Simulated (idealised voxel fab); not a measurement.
process module | voxel self aligned contacts
The figure presents cross-section cut, which has a width of 240 nm and is divided into square cells with an edge length of 5 nm.
Heads up, the way a cross-section reads in here is a grid of square cells, handed over as bands from the top down, with every band being one or more rows of cells. Within each band entry, the heights of the top and of the bottom of the band appear first, in that order and in nm; the materials of the band then follow from left to right, each with its corresponding width in nm. The designation "throughout" on a single material indicates that it fills the band from edge to edge; the designation "blank" indicates empty space. Note: height 0 marks the level under which the wafer is uniformly one material as received. Lowest band unbounded below, written "0 nm and below". Quick explanation for "30 to 40": the width changes in equal steps down the rows of cells, from the first number in the band's top row to the second number in its bottom row. Basically "stayed the same" means that step didn't change any cell in the cross-section. Enclosed voids (no open way to top), threshold 8 cells or more, entry "Closed void listing", notation width x height at distance, distance from left edge, nm. Read whatever lies past the settings on a step's line as the simulator's own remark about the step. "overlay nm" answers the question of how far to the right of plan the mask lay on a step that has a mask, and when it is negative the answer is to the left.
### The steps planned for the process are as follows
1 RECEIVE | material Si
2 OXIDIZE | depth nm 5
3 DIRECTIONAL_DEP | material polySi | thk nm 30
4 DIRECTIONAL_DEP | material SiN | thk nm 15
5 MASKED_ETCH | tone cover | mask id GATE | width nm 30 | pitch nm 60 | etch materials SiN | depth nm 15 | overlay nm 0
6 MASKED_ETCH | tone cover | mask id GATE | width nm 30 | pitch nm 60 | etch materials polySi | depth nm 30 | overlay nm 0
7 CONFORMAL_DEP | material SiN | thk nm 5
8 DIRECTIONAL_ETCH | etch materials SiN | depth nm 5
9 FILL_DEP | material SiO2 | thk nm 20
10 CMP | height nm 55
11 DIRECTIONAL_DEP | material aC | thk nm 15
12 PATTERN | tone open | mask id CONTACT | material resist | width nm 40 | thk nm 30 | overlay nm 0
13 DIRECTIONAL_ETCH | etch materials aC | depth nm 15
14 STRIP | etch materials resist
15 DIRECTIONAL_ETCH | etch materials SiO2 | depth nm 60
16 STRIP | etch materials aC
17 CONFORMAL_DEP | material TiN | thk nm 5
18 FILL_DEP | material Ru | thk nm 5
19 CMP | height nm 55
20 CONFORMAL_DEP | material SiCN | thk nm 5
### First of two wafers, processed according to plan
### Wafer at receipt (post step 1), cross-section
  0 nm and below  Si throughout
  Closed void listing: none
### How the wafer stands in section after step 2
  0 nm to -5 nm  SiO2 throughout
  Lower than -5, everything is as it was.
### How the wafer stands in section after step 3
  30 nm to 0 nm  polySi throughout
  Lower than 0, everything is as it was.
### How the wafer stands in section after step 4
  45 nm to 30 nm  SiN throughout
  Lower than 30, everything is as it was.
### How the wafer stands in section after step 5
  45 nm to 30 nm  75 of blank / 30 of SiN / 30 of blank / 30 of SiN / 75 of blank
  Lower than 30, everything is as it was.
### How the wafer stands in section after step 6
  45 nm to 30 nm  75 of blank / 30 of SiN / 30 of blank / 30 of SiN / 75 of blank
  30 nm to 0 nm  75 of blank / 30 of polySi / 30 of blank / 30 of polySi / 75 of blank
  Lower than 0, everything is as it was.
### How the wafer stands in section after step 7
  50 nm to 30 nm  70 of blank / 40 of SiN / 20 of blank / 40 of SiN / 70 of blank
  30 nm to 5 nm  70 of blank / 5 of SiN / 30 of polySi / 5 of SiN / 20 of blank / 5 of SiN / 30 of polySi / 5 of SiN / 70 of blank
  5 nm to 0 nm  75 of SiN / 30 of polySi / 30 of SiN / 30 of polySi / 75 of SiN
  Lower than 0, everything is as it was.
### How the wafer stands in section after step 8
  45 nm to 30 nm  70 of blank / 40 of SiN / 20 of blank / 40 of SiN / 70 of blank
  30 nm to 0 nm  70 of blank / 5 of SiN / 30 of polySi / 5 of SiN / 20 of blank / 5 of SiN / 30 of polySi / 5 of SiN / 70 of blank
  Lower than 0, everything is as it was.
### How the wafer stands in section after step 9
  65 nm to 45 nm  SiO2 throughout
  45 nm to 30 nm  70 of SiO2 / 40 of SiN / 20 of SiO2 / 40 of SiN / 70 of SiO2
  30 nm to 0 nm  70 of SiO2 / 5 of SiN / 30 of polySi / 5 of SiN / 20 of SiO2 / 5 of SiN / 30 of polySi / 5 of SiN / 70 of SiO2
  Lower than 0, everything is as it was.
### How the wafer stands in section after step 10
  55 nm to 45 nm  SiO2 throughout
  Lower than 45, everything is as it was.
### How the wafer stands in section after step 11
  70 nm to 55 nm  aC throughout
  Lower than 55, everything is as it was.
### How the wafer stands in section after step 12
  100 nm to 70 nm  100 of resist / 40 of blank / 100 of resist
  Lower than 70, everything is as it was.
### How the wafer stands in section after step 13
  85 nm to 70 nm  100 of resist / 40 of blank / 100 of resist
  70 nm to 55 nm  100 of aC / 40 of blank / 100 of aC
  Lower than 55, everything is as it was.
### How the wafer stands in section after step 14
  70 nm to 55 nm  100 of aC / 40 of blank / 100 of aC
  Lower than 55, everything is as it was.
### How the wafer stands in section after step 15
  70 nm to 55 nm  100 of aC / 40 of blank / 100 of aC
  55 nm to 45 nm  100 of SiO2 / 40 of blank / 100 of SiO2
  45 nm to 30 nm  70 of SiO2 / 40 of SiN / 20 of blank / 40 of SiN / 70 of SiO2
  30 nm to 0 nm  70 of SiO2 / 5 of SiN / 30 of polySi / 5 of SiN / 20 of blank / 5 of SiN / 30 of polySi / 5 of SiN / 70 of SiO2
  0 nm to -5 nm  110 of SiO2 / 20 of blank / 110 of SiO2
  Lower than -5, everything is as it was.
### How the wafer stands in section after step 16
  55 nm to 45 nm  100 of SiO2 / 40 of blank / 100 of SiO2
  Lower than 45, everything is as it was.
### How the wafer stands in section after step 17
  60 nm to 55 nm  105 of TiN / 30 of blank / 105 of TiN
  55 nm to 45 nm  100 of SiO2 / 5 to 15 of TiN / 30 to 10 of blank / 5 to 15 of TiN / 100 of SiO2
  45 nm to 30 nm  70 of SiO2 / 40 of SiN / 5 of TiN / 10 of blank / 5 of TiN / 40 of SiN / 70 of SiO2
  30 nm to 0 nm  70 of SiO2 / 5 of SiN / 30 of polySi / 5 of SiN / 5 of TiN / 10 of blank / 5 of TiN / 5 of SiN / 30 of polySi / 5 of SiN / 70 of SiO2
  0 nm to -5 nm  110 of SiO2 / 20 of TiN / 110 of SiO2
  Lower than -5, everything is as it was.
### How the wafer stands in section after step 18
  65 nm to 60 nm  Ru throughout
  60 nm to 55 nm  105 of TiN / 30 of Ru / 105 of TiN
  55 nm to 45 nm  100 of SiO2 / 5 to 15 of TiN / 30 to 10 of Ru / 5 to 15 of TiN / 100 of SiO2
  45 nm to 30 nm  70 of SiO2 / 40 of SiN / 5 of TiN / 10 of Ru / 5 of TiN / 40 of SiN / 70 of SiO2
  30 nm to 0 nm  70 of SiO2 / 5 of SiN / 30 of polySi / 5 of SiN / 5 of TiN / 10 of Ru / 5 of TiN / 5 of SiN / 30 of polySi / 5 of SiN / 70 of SiO2
  Lower than 0, everything is as it was.
### How the wafer stands in section after step 19
  55 nm to 45 nm  100 of SiO2 / 5 to 15 of TiN / 30 to 10 of Ru / 5 to 15 of TiN / 100 of SiO2
  Lower than 45, everything is as it was.
### How the wafer stands in section after step 20
  60 nm to 55 nm  SiCN throughout
  Lower than 55, everything is as it was.
### Wafer two. Same start, same plan, one slip in execution. Same as wafer one through step 4, inclusive
### Cross-section: second wafer, time at which step 5 was scheduled to end
  45 nm to 30 nm  75 of SiN / 30 of blank / 30 of SiN / 30 of blank / 75 of SiN
  Lower than 30, everything is as it was.
Cross-section: second wafer, time at which step 6 was scheduled to end: stayed the same
### Cross-section: second wafer, time at which step 7 was scheduled to end
  50 nm to 35 nm  80 of SiN / 20 of blank / 40 of SiN / 20 of blank / 80 of SiN
  35 nm to 30 nm  SiN throughout
  Lower than 30, everything is as it was.
### Cross-section: second wafer, time at which step 8 was scheduled to end
  45 nm to 30 nm  80 of SiN / 20 of blank / 40 of SiN / 20 of blank / 80 of SiN
  Lower than 30, everything is as it was.
### Cross-section: second wafer, time at which step 9 was scheduled to end
  65 nm to 45 nm  SiO2 throughout
  45 nm to 30 nm  80 of SiN / 20 of SiO2 / 40 of SiN / 20 of SiO2 / 80 of SiN
  Lower than 30, everything is as it was.
### Cross-section: second wafer, time at which step 10 was scheduled to end
  55 nm to 45 nm  SiO2 throughout
  Lower than 45, everything is as it was.
### Cross-section: second wafer, time at which step 11 was scheduled to end
  70 nm to 55 nm  aC throughout
  Lower than 55, everything is as it was.
### Cross-section: second wafer, time at which step 12 was scheduled to end
  100 nm to 70 nm  100 of resist / 40 of blank / 100 of resist
  Lower than 70, everything is as it was.
### Cross-section: second wafer, time at which step 13 was scheduled to end
  85 nm to 70 nm  100 of resist / 40 of blank / 100 of resist
  70 nm to 55 nm  100 of aC / 40 of blank / 100 of aC
  Lower than 55, everything is as it was.
### Cross-section: second wafer, time at which step 14 was scheduled to end
  70 nm to 55 nm  100 of aC / 40 of blank / 100 of aC
  Lower than 55, everything is as it was.
### Cross-section: second wafer, time at which step 15 was scheduled to end
  70 nm to 55 nm  100 of aC / 40 of blank / 100 of aC
  55 nm to 45 nm  100 of SiO2 / 40 of blank / 100 of SiO2
  Lower than 45, everything is as it was.
### Cross-section: second wafer, time at which step 16 was scheduled to end
  55 nm to 45 nm  100 of SiO2 / 40 of blank / 100 of SiO2
  Lower than 45, everything is as it was.
### Cross-section: second wafer, time at which step 17 was scheduled to end
  60 nm to 55 nm  105 of TiN / 30 of blank / 105 of TiN
  55 nm to 50 nm  100 of SiO2 / 5 of TiN / 30 of blank / 5 of TiN / 100 of SiO2
  50 nm to 45 nm  100 of SiO2 / 40 of TiN / 100 of SiO2
  Lower than 45, everything is as it was.
### Cross-section: second wafer, time at which step 18 was scheduled to end
  65 nm to 60 nm  Ru throughout
  60 nm to 55 nm  105 of TiN / 30 of Ru / 105 of TiN
  55 nm to 50 nm  100 of SiO2 / 5 of TiN / 30 of Ru / 5 of TiN / 100 of SiO2
  Lower than 50, everything is as it was.
### Cross-section: second wafer, time at which step 19 was scheduled to end
  55 nm to 50 nm  100 of SiO2 / 5 of TiN / 30 of Ru / 5 of TiN / 100 of SiO2
  Lower than 50, everything is as it was.
### Cross-section: second wafer, time at which step 20 was scheduled to end
  60 nm to 55 nm  SiCN throughout
  Lower than 55, everything is as it was.
What broke from the plan during processing? step 5 ran differently from the plan; actual operation with settings: MASKED_ETCH | tone open | mask id GATE | width nm 30 | pitch nm 60 | etch materials SiN | depth nm 15 | overlay nm 0
The final cell counts differ between the wafers, with the second having more or fewer of some materials than the first: 20 fewer of Ru, 48 more of SiN, 224 fewer of SiO2, 20 fewer of TiN, 216 more of polySi
